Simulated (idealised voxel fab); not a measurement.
Module name: voxel double patterning (process module)
It is cross-section cut that appears here, measuring 255 nm in width, its square cells being 5 nm in size.
For the purposes of this document, a cross-section shall be understood as a grid of square cells, specified as bands listed in top-to-bottom order, each band consisting of one or more rows of cells. In this notation a band is specified by the heights of its top and bottom, in that order and in nm, after which its materials appear from left to right, each paired with its width in nm. The word "full width" attached to a single material means that material fills the band from edge to edge; the word "blank" stands for empty space. For the purposes of this specification, 0 denotes the height below which the wafer in its as-received condition is composed wholly of one material, and the lowermost band, lacking a lower limit, extends downward without end, as expressed in "from 0 down". A width such as "30..40" changes by the same amount from each row of cells to the next, from the band's top row to its bottom row. "remained the same", as given for a step, is the statement that not any cell of the cross-section underwent a change during that step. Voids not open to the top, 8 cells minimum: see "Closed empty spaces". Written width x height at distance; distance is from the left edge; nm. If you see something after the settings on a step's line, that's the simulator's own remark about that step. The optional step-line setting "overlay nm" applies to steps with a mask and quantifies how far to the right of its planned location the mask lay, a negative value indicating leftward placement.
# Listed below are the process steps as planned
| 1 | RECEIVE (material Si) |
| 2 | CONFORMAL_DEP (material SiO2; thk nm 10) |
| 3 | DIRECTIONAL_DEP (material W; thk nm 15) |
| 4 | DIRECTIONAL_DEP (material SiCN; thk nm 5) |
| 5 | DIRECTIONAL_DEP (material aC; thk nm 15) |
| 6 | PATTERN (tone open; mask id FIRST; material resist; width nm 15; pitch nm 50; thk nm 30; overlay nm 0) |
| 7 | DIRECTIONAL_ETCH (etch materials aC; depth nm 15) |
| 8 | STRIP (etch materials resist) |
| 9 | DIRECTIONAL_ETCH (etch materials SiCN; depth nm 5) |
| 10 | STRIP (etch materials aC) |
| 11 | PATTERN (tone open; mask id SECOND; material resist; width nm 15; pitch nm 50; thk nm 15; overlay nm 0) |
| 12 | DIRECTIONAL_ETCH (etch materials SiCN; depth nm 5) |
| 13 | STRIP (etch materials resist) |
| 14 | DIRECTIONAL_ETCH (etch materials W; depth nm 15) |
| 15 | STRIP (etch materials SiCN) |
# As-received wafer cross-section (after step 1)
from 0 down = Si full width
Closed empty spaces: none
# The module was run from the start shown above using the plan shown above, but one mistake was made doing it; the resulting wafer cross-section is below
from 30 to 15 = 70 W | 15 blank | 10 W | 15 blank | 10 W | 15 blank | 10 W | 15 blank | 10 W | 15 blank | 70 W
from 15 to 10 = W full width
from 10 to 0 = SiO2 full width
from 0 down = Si full width
Closed empty spaces: none
Diagnosis: step 3 was not run as planned; what actually ran was DIRECTIONAL_DEP (material W; thk nm 20)
